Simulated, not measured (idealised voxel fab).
Presented below is a process module, voxel fin reveal.
The width of the displayed cross-section, cut, is 160 nm; its cells are square, with a size of 5 nm.
Format of a cross-section: grid, square cells. Given as bands. Order: top down. Band: one or more rows of cells. Top, bottom (nm), then materials left to right with widths (nm); lone material tagged "all across" fills the whole band edge to edge; "blank" = empty space. Convention: height 0 is the level below which the wafer, as received, is all one material. The lowest band does not terminate at the bottom but continues downward, represented as "0 -> down". A width given as "30..40" starts at the first number in the band's top row and ends at the second number in its bottom row, shifting by an equal amount at every step from row to row. The designation "no alterations made", where it is given for a processing step, indicates that no cell of the cross-section was altered in the course of that step. Each empty space that has no open way to the top and spans at least 8 cells appears under "Unvented cavities" as width x height at distance, the distance counted from the left edge, all in nm. after a step's settings: what the simulator itself notes on the step. The line of a step may include "overlay nm". On a step with a mask, this value is how far to the right of its planned place the mask lay. A negative value means the mask lay to the left.
-- Steps in the process plan
1. RECEIVE,material Si
2. CONFORMAL_DEP,material SiN,thk nm 10
3. DIRECTIONAL_DEP,material aC,thk nm 15
4. PATTERN,tone cover,mask id FINS,material resist,width nm 15,pitch nm 40,thk nm 35,overlay nm 0
5. DIRECTIONAL_ETCH,etch materials aC,depth nm 15
6. STRIP,etch materials resist
7. DIRECTIONAL_ETCH,etch materials SiN,depth nm 10
8. DIRECTIONAL_ETCH,etch materials Si,depth nm 30
9. STRIP,etch materials aC
10. FILL_DEP,material SiO2,thk nm 15
11. CMP,height nm 10
12. SELECTIVE_ETCH,etch materials SiO2,depth nm 25
13. STRIP,etch materials SiN
14. CONFORMAL_DEP,material HfO2,thk nm 5
-- What follows covers the first of two wafers; it ran as planned
-- as received, after step 1
  0 -> down  Si all across
  Unvented cavities: none
-- So this is the wafer cross-section right after step 2
  10 -> 0  SiN all across
  Anything lower than 0 is untouched.
-- So this is the wafer cross-section right after step 3
  25 -> 10  aC all across
  Anything lower than 10 is untouched.
-- So this is the wafer cross-section right after step 4
  60 -> 25  blank 30; resist 15; blank 25; resist 15; blank 25; resist 15; blank 35
  Anything lower than 25 is untouched.
-- So this is the wafer cross-section right after step 5
  45 -> 25  blank 30; resist 15; blank 25; resist 15; blank 25; resist 15; blank 35
  25 -> 10  blank 30; aC 15; blank 25; aC 15; blank 25; aC 15; blank 35
  Anything lower than 10 is untouched.
-- So this is the wafer cross-section right after step 6
  25 -> 10  blank 30; aC 15; blank 25; aC 15; blank 25; aC 15; blank 35
  Anything lower than 10 is untouched.
-- So this is the wafer cross-section right after step 7
  25 -> 10  blank 30; aC 15; blank 25; aC 15; blank 25; aC 15; blank 35
  10 -> 0  blank 30; SiN 15; blank 25; SiN 15; blank 25; SiN 15; blank 35
  Anything lower than 0 is untouched.
-- So this is the wafer cross-section right after step 8
  25 -> 10  blank 30; aC 15; blank 25; aC 15; blank 25; aC 15; blank 35
  10 -> 0  blank 30; SiN 15; blank 25; SiN 15; blank 25; SiN 15; blank 35
  0 -> -30  blank 30; Si 15; blank 25; Si 15; blank 25; Si 15; blank 35
  Anything lower than -30 is untouched.
-- So this is the wafer cross-section right after step 9
  10 -> 0  blank 30; SiN 15; blank 25; SiN 15; blank 25; SiN 15; blank 35
  Anything lower than 0 is untouched.
-- So this is the wafer cross-section right after step 10
  25 -> 10  SiO2 all across
  10 -> 0  SiO2 30; SiN 15; SiO2 25; SiN 15; SiO2 25; SiN 15; SiO2 35
  0 -> -30  SiO2 30; Si 15; SiO2 25; Si 15; SiO2 25; Si 15; SiO2 35
  Anything lower than -30 is untouched.
-- So this is the wafer cross-section right after step 11
  10 -> 0  SiO2 30; SiN 15; SiO2 25; SiN 15; SiO2 25; SiN 15; SiO2 35
  Anything lower than 0 is untouched.
-- So this is the wafer cross-section right after step 12
  10 -> 0  blank 30; SiN 15; blank 25; SiN 15; blank 25; SiN 15; blank 35
  0 -> -15  blank 30; Si 15; blank 25; Si 15; blank 25; Si 15; blank 35
  Anything lower than -15 is untouched.
-- So this is the wafer cross-section right after step 13
  0 -> -15  blank 30; Si 15; blank 25; Si 15; blank 25; Si 15; blank 35
  Anything lower than -15 is untouched.
-- So this is the wafer cross-section right after step 14
  5 -> 0  blank 25; HfO2 25; blank 15; HfO2 25; blank 15; HfO2 25; blank 30
  0 -> -10  blank 25; HfO2 5; Si 15; HfO2 5; blank 15; HfO2 5; Si 15; HfO2 5; blank 15; HfO2 5; Si 15; HfO2 5; blank 30
  -10 -> -15  HfO2 30; Si 15; HfO2 25; Si 15; HfO2 25; Si 15; HfO2 35
  Anything lower than -15 is untouched.
-- The Second Wafer: Common Origin and Plan, One Mistake in Execution, Identical to the First Through Step 3
-- The second wafer cut through, at the time step 4 was supposed to be finished
  60 -> 25  blank 40; resist 15; blank 25; resist 15; blank 25; resist 15; blank 25
  Anything lower than 25 is untouched.
-- The second wafer cut through, at the time step 5 was supposed to be finished
  45 -> 25  blank 40; resist 15; blank 25; resist 15; blank 25; resist 15; blank 25
  25 -> 10  blank 40; aC 15; blank 25; aC 15; blank 25; aC 15; blank 25
  Anything lower than 10 is untouched.
-- The second wafer cut through, at the time step 6 was supposed to be finished
  25 -> 10  blank 40; aC 15; blank 25; aC 15; blank 25; aC 15; blank 25
  Anything lower than 10 is untouched.
-- The second wafer cut through, at the time step 7 was supposed to be finished
  25 -> 10  blank 40; aC 15; blank 25; aC 15; blank 25; aC 15; blank 25
  10 -> 0  blank 40; SiN 15; blank 25; SiN 15; blank 25; SiN 15; blank 25
  Anything lower than 0 is untouched.
-- The second wafer cut through, at the time step 8 was supposed to be finished
  25 -> 10  blank 40; aC 15; blank 25; aC 15; blank 25; aC 15; blank 25
  10 -> 0  blank 40; SiN 15; blank 25; SiN 15; blank 25; SiN 15; blank 25
  0 -> -30  blank 40; Si 15; blank 25; Si 15; blank 25; Si 15; blank 25
  Anything lower than -30 is untouched.
-- The second wafer cut through, at the time step 9 was supposed to be finished
  10 -> 0  blank 40; SiN 15; blank 25; SiN 15; blank 25; SiN 15; blank 25
  Anything lower than 0 is untouched.
-- The second wafer cut through, at the time step 10 was supposed to be finished
  25 -> 10  SiO2 all across
  10 -> 0  SiO2 40; SiN 15; SiO2 25; SiN 15; SiO2 25; SiN 15; SiO2 25
  0 -> -30  SiO2 40; Si 15; SiO2 25; Si 15; SiO2 25; Si 15; SiO2 25
  Anything lower than -30 is untouched.
-- The second wafer cut through, at the time step 11 was supposed to be finished
  10 -> 0  SiO2 40; SiN 15; SiO2 25; SiN 15; SiO2 25; SiN 15; SiO2 25
  Anything lower than 0 is untouched.
-- The second wafer cut through, at the time step 12 was supposed to be finished
  10 -> 0  blank 40; SiN 15; blank 25; SiN 15; blank 25; SiN 15; blank 25
  0 -> -15  blank 40; Si 15; blank 25; Si 15; blank 25; Si 15; blank 25
  Anything lower than -15 is untouched.
-- The second wafer cut through, at the time step 13 was supposed to be finished
  0 -> -15  blank 40; Si 15; blank 25; Si 15; blank 25; Si 15; blank 25
  Anything lower than -15 is untouched.
-- The second wafer cut through, at the time step 14 was supposed to be finished
  5 -> 0  blank 35; HfO2 25; blank 15; HfO2 25; blank 15; HfO2 25; blank 20
  0 -> -10  blank 35; HfO2 5; Si 15; HfO2 5; blank 15; HfO2 5; Si 15; HfO2 5; blank 15; HfO2 5; Si 15; HfO2 5; blank 20
  -10 -> -15  HfO2 40; Si 15; HfO2 25; Si 15; HfO2 25; Si 15; HfO2 25
  Anything lower than -15 is untouched.
Which mistake was made when the wafer was run? the process deviated at step 4: the operation and settings actually run there were PATTERN,tone cover,mask id FINS,material resist,width nm 15,pitch nm 40,thk nm 35,overlay nm 10
When the process is done, the second wafer contains the same cell count of every material as the first wafer, but distributed over other locations.
